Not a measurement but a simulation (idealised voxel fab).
You're looking at the process module voxel gate over fins.
In the cross-section labelled cut, the width is 205 nm and each square cell is 5 nm.
Throughout this document, each cross-section is represented as a grid of square cells and is presented as a sequence of bands enumerated from the top downward, where a band comprises one or more rows of cells.
Look at the band entry: it leads with the top's height and the bottom's height in nm. Then it lists the materials left to right, with a width in nm for each. The word "all across" on a single material says that material fills the band edge to edge. The word "air" is empty space.
Convention: height 0 is the level below which the wafer, as received, is all one material. The lowest band does not terminate at the bottom but continues downward, represented as "0 -> down".
When a width is written as two numbers, as in "30->40", the first number is the width in the top row of cells of the band and the second is the width in its bottom row, and the width changes by the same amount from each row to the next.
You'll sometimes find "everything unchanged" written for a step, and that's the way of saying that nowhere in the cross-section did a cell change during that step.
"Enclosed void inventory" - sealed voids, min. 8 cells, no opening to top; format: width x height at distance (distance from left edge; nm throughout).
On a step's line, text after the settings is the simulator commenting on that step.
Steps that use a mask can have "overlay nm" on their line. It says how far the mask sat to the right of where it was meant to be. Negative means to the left.
PLANNED PROCESS STEPS
step 1: RECEIVE | material Si
step 2: CONFORMAL_DEP | material SiN | thk nm 5
step 3: PATTERN | tone cover | mask id FINS | material resist | width nm 15 | pitch nm 45 | thk nm 20 | overlay nm 0
step 4: DIRECTIONAL_ETCH | etch materials SiN | depth nm 5
step 5: DIRECTIONAL_ETCH | etch materials Si | depth nm 30
step 6: STRIP | etch materials resist
step 7: FILL_DEP | material SiO2 | thk nm 5
step 8: CMP | height nm 5
step 9: SELECTIVE_ETCH | etch materials SiO2 | depth nm 20
step 10: STRIP | etch materials SiN
step 11: CONFORMAL_DEP | material HfO2 | thk nm 5
step 12: CONFORMAL_DEP | material TiN | thk nm 5
step 13: CONFORMAL_DEP | material TiAl | thk nm 5
step 14: CONFORMAL_DEP | material TiN | thk nm 5
step 15: FILL_DEP | material W | thk nm 15
step 16: CMP | height nm 30
step 17: CONFORMAL_DEP | material SiN | thk nm 10
THIS IS THE CROSS-SECTION OF THE WAFER AS WE RECEIVED IT, I.E. AFTER STEP 1
* 0 -> down = Si all across
* Enclosed void inventory: none
HERE'S THE CROSS-SECTION OF THE FIRST OF OUR TWO WAFERS AT THE END OF THE MODULE - IT RAN AS PLANNED
* 40 -> 30 = SiN all across
* 30 -> 20 = W all across
* 20 -> 15 = 50 W | 100 TiN | 55 W
* 15 -> 10 = 50 W | 5 TiN | 90 TiAl | 5 TiN | 55 W
* 10 -> 5 = 50 W | 5 TiN | 5 TiAl | 35 TiN | 10 TiAl | 35 TiN | 5 TiAl | 5 TiN | 55 W
* 5 -> 0 = 55 TiN | 5 TiAl | 5 TiN | 25 HfO2 | 5 TiN | 10 TiAl | 5 TiN | 25 HfO2 | 5 TiN | 5 TiAl | 60 TiN
* 0 -> -5 = 60 TiAl | 5 TiN | 5 HfO2 | 15 Si | 5 HfO2 | 5 TiN | 10 TiAl | 5 TiN | 5 HfO2 | 15 Si | 5 HfO2 | 5 TiN | 65 TiAl
* -5 -> -10 = 65 TiN | 5 HfO2 | 15 Si | 5 HfO2 | 20 TiN | 5 HfO2 | 15 Si | 5 HfO2 | 70 TiN
* -10 -> -15 = 70 HfO2 | 15 Si | 30 HfO2 | 15 Si | 75 HfO2
* -15 -> -30 = 70 SiO2 | 15 Si | 30 SiO2 | 15 Si | 75 SiO2
* -30 -> down = Si all across
* Enclosed void inventory: none
THE SECOND WAFER, SHOWN IN CROSS-SECTION AFTER THE MODULE: STARTED THE SAME WAY AS THE FIRST AND GIVEN THE SAME PLAN, YET ONE MISTAKE CREPT INTO HOW IT WAS RUN
* 40 -> 30 = TiAl all across
* 30 -> 20 = W all across
* 20 -> 15 = 50 W | 100 TiN | 55 W
* 15 -> 10 = 50 W | 5 TiN | 90 TiAl | 5 TiN | 55 W
* 10 -> 5 = 50 W | 5 TiN | 5 TiAl | 35 TiN | 10 TiAl | 35 TiN | 5 TiAl | 5 TiN | 55 W
* 5 -> 0 = 55 TiN | 5 TiAl | 5 TiN | 25 HfO2 | 5 TiN | 10 TiAl | 5 TiN | 25 HfO2 | 5 TiN | 5 TiAl | 60 TiN
* 0 -> -5 = 60 TiAl | 5 TiN | 5 HfO2 | 15 Si | 5 HfO2 | 5 TiN | 10 TiAl | 5 TiN | 5 HfO2 | 15 Si | 5 HfO2 | 5 TiN | 65 TiAl
* -5 -> -10 = 65 TiN | 5 HfO2 | 15 Si | 5 HfO2 | 20 TiN | 5 HfO2 | 15 Si | 5 HfO2 | 70 TiN
* -10 -> -15 = 70 HfO2 | 15 Si | 30 HfO2 | 15 Si | 75 HfO2
* -15 -> -30 = 70 SiO2 | 15 Si | 30 SiO2 | 15 Si | 75 SiO2
* -30 -> down = Si all across
* Enclosed void inventory: none
Want to know what went wrong? step 17 was processed under conditions differing from the plan, specifically as CONFORMAL_DEP | material TiAl | thk nm 10
The closing comparison, in cells, has the second wafer with more or fewer of some materials than the first: SiN -82, TiAl +82
